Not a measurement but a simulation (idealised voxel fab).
Title: Process Module voxel transistor to metal
This is section cut - it's 300 nm across, gridded in 5 nm square cells.
Format of a cross-section: grid, square cells. Given as bands. Order: top down. Band: one or more rows of cells. First you get the band's top height and its bottom height, in nm, and then the materials it's made of, left to right, with each width in nm. If you see a single material with "everywhere", that one covers the band edge to edge. "air" is empty space. The reference from which all heights are counted is 0, the level beneath which the as-received wafer is entirely one material; the lowest band, having no lower bound, proceeds downward and is written after the example "0 nm and below". Width spec "30->40" -> top row of cells at first value, bottom row at second value, equal per-row change in between. "no modification" means the step left every cell of the cross-section as it was. The entry "Enclosed void entries" lists the empty spaces that cover at least 8 cells and have no open path to the top. Each is written as width x height at distance, where the distance is measured from the left edge and all three values are in nm. On each step's line, the part that comes after the settings is the simulator's own comment on the step. A step's line can hold "overlay nm"; with a mask on that step, the setting says how far right of the planned place the mask lay, while a negative setting says it lay to the left.

### plan
1: RECEIVE: material Si
2: OXIDIZE: depth nm 5
3: CONFORMAL_DEP: material SiN, thk nm 15
4: PATTERN: tone cover, mask id ACTIVE, material resist, width nm 95, pitch nm 115, thk nm 20, overlay nm 0
5: DIRECTIONAL_ETCH: etch materials SiN, depth nm 15
6: DIRECTIONAL_ETCH: etch materials SiO2, depth nm 5
7: DIRECTIONAL_ETCH: etch materials Si, depth nm 35
8: STRIP: etch materials resist
9: FILL_DEP: material SiO2, thk nm 15
10: CMP: height nm 15
11: SELECTIVE_ETCH: etch materials SiO2, depth nm 10
12: STRIP: etch materials SiN
13: SELECTIVE_ETCH: etch materials SiO2, depth nm 5
14: OXIDIZE: depth nm 5
15: DIRECTIONAL_DEP: material polySi, thk nm 20
16: DIRECTIONAL_DEP: material SiCN, thk nm 10
17: PATTERN: tone cover, mask id GATE, material resist, width nm 25, pitch nm 115, thk nm 15, overlay nm 0
18: DIRECTIONAL_ETCH: etch materials SiCN, depth nm 20
19: DIRECTIONAL_ETCH: etch materials polySi, depth nm 30
20: STRIP: etch materials resist
21: CONFORMAL_DEP: material SiN, thk nm 5
22: DIRECTIONAL_ETCH: etch materials SiN, depth nm 5
23: DIRECTIONAL_ETCH: etch materials SiO2, depth nm 5
24: EPI: material SiGe, thk nm 5
25: FILL_DEP: material SiO2, thk nm 10
26: CMP: height nm 15
27: STRIP: etch materials polySi
28: SELECTIVE_ETCH: etch materials SiO2, depth nm 5
29: CONFORMAL_DEP: material HfO2, thk nm 5
30: CONFORMAL_DEP: material TiN, thk nm 5
31: FILL_DEP: material W, thk nm 10
32: CMP: height nm 10
33: DIRECTIONAL_DEP: material SiO2, thk nm 10
34: DIRECTIONAL_DEP: material aC, thk nm 5
35: PATTERN: tone open, mask id CONTACT, material resist, width nm 15, thk nm 30, overlay nm 0
36: DIRECTIONAL_ETCH: etch materials aC, depth nm 10
37: STRIP: etch materials resist
38: DIRECTIONAL_ETCH: etch materials SiO2, depth nm 25
39: STRIP: etch materials aC
40: CONFORMAL_DEP: material TiN, thk nm 5
41: FILL_DEP: material Ru, thk nm 5
42: CMP: height nm 20
43: CONFORMAL_DEP: material SiN, thk nm 5
44: DIRECTIONAL_DEP: material SiO2, thk nm 25
45: MASKED_ETCH: tone open, mask id METAL_1, width nm 15, etch materials SiO2, depth nm 25, overlay nm 0
46: MASKED_ETCH: tone open, mask id METAL_1, width nm 15, etch materials SiN, depth nm 5, overlay nm 0
47: CONFORMAL_DEP: material TiN, thk nm 5
48: FILL_DEP: material Ru, thk nm 10
49: CMP: height nm 50
50: CONFORMAL_DEP: material SiCN, thk nm 5
51: DIRECTIONAL_DEP: material lowk, thk nm 30
52: DIRECTIONAL_DEP: material aC, thk nm 10
53: PATTERN: tone open, mask id METAL_2, material resist, width nm 15, pitch nm 115, thk nm 25, overlay nm 0
54: DIRECTIONAL_ETCH: etch materials aC, depth nm 10
55: STRIP: etch materials resist
56: DIRECTIONAL_ETCH: etch materials lowk, depth nm 20
57: STRIP: etch materials aC
58: DIRECTIONAL_DEP: material aC, thk nm 15
59: PATTERN: tone open, mask id METAL_2_HOLES, material resist, width nm 15, pitch nm 115, thk nm 30, overlay nm 0
60: DIRECTIONAL_ETCH: etch materials aC, depth nm 15
61: STRIP: etch materials resist
62: DIRECTIONAL_ETCH: etch materials lowk, depth nm 10
63: DIRECTIONAL_ETCH: etch materials SiCN, depth nm 5
64: STRIP: etch materials aC
65: CONFORMAL_DEP: material TiN, thk nm 5
66: FILL_DEP: material Ru, thk nm 10
67: CMP: height nm 85
68: CONFORMAL_DEP: material SiN, thk nm 5
The thk nm used in step 34 is not the same on every wafer, whereas the starting condition is; the value printed in the plan is the first wafer's.

### First of several wafers (as received, post step 1), cross-sectional view
	0 nm and below: Si everywhere
	Enclosed void entries: none

### The first of several wafers, seen in cross-section after the module's last step, step 68
	90 nm to 85 nm: SiN everywhere
	85 nm to 55 nm: lowk=50 | TiN=5 | Ru=5 | TiN=5 | lowk=100 | TiN=5 | Ru=5 | TiN=5 | lowk=120
	55 nm to 50 nm: SiCN=50 | TiN=15 | SiCN=100 | TiN=15 | SiCN=120
	50 nm to 25 nm: SiO2=50 | TiN=5 | Ru=5 | TiN=5 | SiO2=55 | TiN=5 | Ru=5 | TiN=5 | SiO2=30 | TiN=5 | Ru=5 | TiN=5 | SiO2=55 | TiN=5 | Ru=5 | TiN=5 | SiO2=50
	25 nm to 20 nm: SiN=50 | TiN=15 | SiN=55 | TiN=15 | SiN=30 | TiN=15 | SiN=55 | TiN=15 | SiN=50
	20 nm to 10 nm: SiO2=50 | TiN=5 | Ru=5 | TiN=5 | SiO2=55 | TiN=5 | Ru=5 | TiN=5 | SiO2=30 | TiN=5 | Ru=5 | TiN=5 | SiO2=55 | TiN=5 | Ru=5 | TiN=5 | SiO2=50
	10 nm to 0 nm: SiO2=50 | TiN=5 | Ru=5 | TiN=5 | SiO2=10 | SiN=5 | HfO2=5 | TiN=5 | W=5 | TiN=5 | HfO2=5 | SiN=5 | SiO2=10 | TiN=5 | Ru=5 | TiN=5 | SiO2=30 | TiN=5 | Ru=5 | TiN=5 | SiO2=10 | SiN=5 | HfO2=5 | TiN=5 | W=5 | TiN=5 | HfO2=5 | SiN=5 | SiO2=10 | TiN=5 | Ru=5 | TiN=5 | SiO2=50
	0 nm to -5 nm: SiO2=40 | SiN=5 | SiO2=5 | TiN=15 | SiO2=10 | SiN=5 | HfO2=5 | TiN=15 | HfO2=5 | SiN=5 | SiO2=10 | TiN=15 | SiO2=5 | SiN=5 | SiO2=10 | SiN=5 | SiO2=5 | TiN=15 | SiO2=10 | SiN=5 | HfO2=5 | TiN=15 | HfO2=5 | SiN=5 | SiO2=10 | TiN=15 | SiO2=5 | SiN=5 | SiO2=40
	-5 nm to -10 nm: SiO2=45 | SiGe=30 | HfO2=35 | SiGe=30 | SiO2=20 | SiGe=30 | HfO2=35 | SiGe=30 | SiO2=45
	-10 nm to -40 nm: SiO2=45 | Si=95 | SiO2=20 | Si=95 | SiO2=45
	-40 nm and below: Si everywhere
	Enclosed void entries: none

### Last wafer of the set, cross-sectioned at end of module
	90 nm to 85 nm: SiN everywhere
	85 nm to 55 nm: lowk=50 | TiN=5 | Ru=5 | TiN=5 | lowk=100 | TiN=5 | Ru=5 | TiN=5 | lowk=120
	55 nm to 50 nm: SiCN=50 | TiN=15 | SiCN=100 | TiN=15 | SiCN=120
	50 nm to 25 nm: SiO2=50 | TiN=5 | Ru=5 | TiN=5 | SiO2=55 | TiN=5 | Ru=5 | TiN=5 | SiO2=30 | TiN=5 | Ru=5 | TiN=5 | SiO2=55 | TiN=5 | Ru=5 | TiN=5 | SiO2=50
	25 nm to 20 nm: SiN=50 | TiN=15 | SiN=55 | TiN=15 | SiN=30 | TiN=15 | SiN=55 | TiN=15 | SiN=50
	20 nm to 10 nm: SiO2 everywhere
	10 nm to 0 nm: SiO2=75 | SiN=5 | HfO2=5 | TiN=5 | W=5 | TiN=5 | HfO2=5 | SiN=5 | SiO2=80 | SiN=5 | HfO2=5 | TiN=5 | W=5 | TiN=5 | HfO2=5 | SiN=5 | SiO2=75
	0 nm to -5 nm: SiO2=40 | SiN=5 | SiO2=30 | SiN=5 | HfO2=5 | TiN=15 | HfO2=5 | SiN=5 | SiO2=30 | SiN=5 | SiO2=10 | SiN=5 | SiO2=30 | SiN=5 | HfO2=5 | TiN=15 | HfO2=5 | SiN=5 | SiO2=30 | SiN=5 | SiO2=40
	-5 nm to -10 nm: SiO2=45 | SiGe=30 | HfO2=35 | SiGe=30 | SiO2=20 | SiGe=30 | HfO2=35 | SiGe=30 | SiO2=45
	-10 nm to -40 nm: SiO2=45 | Si=95 | SiO2=20 | Si=95 | SiO2=45
	-40 nm and below: Si everywhere
	Enclosed void entries: none

### So in this table every wafer gets its own row, and what you see is where it stands at the end of the module: for each material, how many cells it picked up (+) or gave up (-) since we received it, and after that its closed voids
thk nm 5 | +26 HfO2 | +48 Ru | -252 Si | +54 SiCN | +24 SiGe | +124 SiN | +588 SiO2 | +140 TiN | +4 W | +324 lowk | Enclosed void entries: none
thk nm 10 | +26 HfO2 | +48 Ru | -252 Si | +54 SiCN | +24 SiGe | +124 SiN | +588 SiO2 | +140 TiN | +4 W | +324 lowk | Enclosed void entries: none
thk nm 15 | +26 HfO2 | +32 Ru | -252 Si | +54 SiCN | +24 SiGe | +124 SiN | +648 SiO2 | +96 TiN | +4 W | +324 lowk | Enclosed void entries: none
thk nm 20 | +26 HfO2 | +32 Ru | -252 Si | +54 SiCN | +24 SiGe | +124 SiN | +648 SiO2 | +96 TiN | +4 W | +324 lowk | Enclosed void entries: none
thk nm 25 | +26 HfO2 | +32 Ru | -252 Si | +54 SiCN | +24 SiGe | +124 SiN | +648 SiO2 | +96 TiN | +4 W | +324 lowk | Enclosed void entries: none
